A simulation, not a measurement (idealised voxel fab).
process module | voxel local oxidation
cross-section cut | 150 nm wide | cells 5 nm
A cross-section is a grid of square cells, given in bands from the top down. A band is one or more rows of cells.
Each band's line starts with the height of the band's top and of its bottom, in nm. Then come its materials from left to right, each with its width in nm. One material with "throughout" fills the band from edge to edge. "air" is empty space.
Height 0 is the level under which the wafer as received is all one material. The lowest band goes on downwards, as in "0 down".
A width such as "30 to 40" changes by the same amount from each row of cells to the next, from the band's top row to its bottom row.
"no change" after a step means that no cell of the cross-section changed.
closed voids: empty space of 8 cells or more with no open way to the top, each as width x height at its distance from the left edge, in nm
after a step's settings: what the simulator itself notes on the step
overlay nm, on a step with a mask: how far to the right of its planned place the mask lay; to the left if negative
plan
1 op RECEIVE | material Si
2 op OXIDIZE | depth nm 5
3 op CONFORMAL_DEP | material SiN | thk nm 15
4 op DIRECTIONAL_DEP | material aC | thk nm 15
5 op PATTERN | tone cover | mask id ACTIVE | material resist | width nm 95 | thk nm 30 | overlay nm 0
6 op DIRECTIONAL_ETCH | etch materials aC | depth nm 15
7 op STRIP | etch materials resist
8 op DIRECTIONAL_ETCH | etch materials SiN | depth nm 15
9 op STRIP | etch materials aC
10 op SELECTIVE_ETCH | etch materials SiO2 | depth nm 5
11 op OXIDIZE | depth nm 15
12 op STRIP | etch materials SiN
first wafer, as planned
as received, after step 1
  0 down: Si throughout
  closed voids: none
after step 2
  0 to -5: SiO2 throughout
  below -5: unchanged
after step 3
  15 to 0: SiN throughout
  below 0: unchanged
after step 4
  30 to 15: aC throughout
  below 15: unchanged
after step 5
  60 to 30: air 25 | resist 95 | air 30
  below 30: unchanged
after step 6
  45 to 30: air 25 | resist 95 | air 30
  30 to 15: air 25 | aC 95 | air 30
  below 15: unchanged
after step 7
  30 to 15: air 25 | aC 95 | air 30
  below 15: unchanged
after step 8
  30 to 15: air 25 | aC 95 | air 30
  15 to 0: air 25 | SiN 95 | air 30
  below 0: unchanged
after step 9
  15 to 0: air 25 | SiN 95 | air 30
  below 0: unchanged
after step 10
  15 to 0: air 25 | SiN 95 | air 30
  0 to -5: air 30 | SiO2 85 | air 35
  below -5: unchanged
after step 11
  15 to 0: air 25 | SiN 95 | air 30
  0 to -5: air 30 | SiO2 85 | air 35
  -5 to -20: SiO2 45 | Si 55 | SiO2 50
  below -20: unchanged
after step 12
  0 to -5: air 30 | SiO2 85 | air 35
  below -5: unchanged
second wafer: like start, like plan, one mistake. Through step 2 it matches the first wafer
when step 3 should have ended
  15 to -5: SiO2 throughout
  below -5: unchanged
when step 4 should have ended
  30 to 15: aC throughout
  below 15: unchanged
when step 5 should have ended
  60 to 30: air 25 | resist 95 | air 30
  below 30: unchanged
when step 6 should have ended
  45 to 30: air 25 | resist 95 | air 30
  30 to 15: air 25 | aC 95 | air 30
  below 15: unchanged
when step 7 should have ended
  30 to 15: air 25 | aC 95 | air 30
  below 15: unchanged
when step 8 should have ended: no change
when step 9 should have ended
  15 to -5: SiO2 throughout
  below -5: unchanged
when step 10 should have ended
  10 to -5: SiO2 throughout
  below -5: unchanged
when step 11 should have ended: no change
when step 12 should have ended: no change
what went wrong: step 3 ran as: op CONFORMAL_DEP | material SiO2 | thk nm 15
at the end the second wafer has, in cells: 57 more of Si | 16 more of SiO2
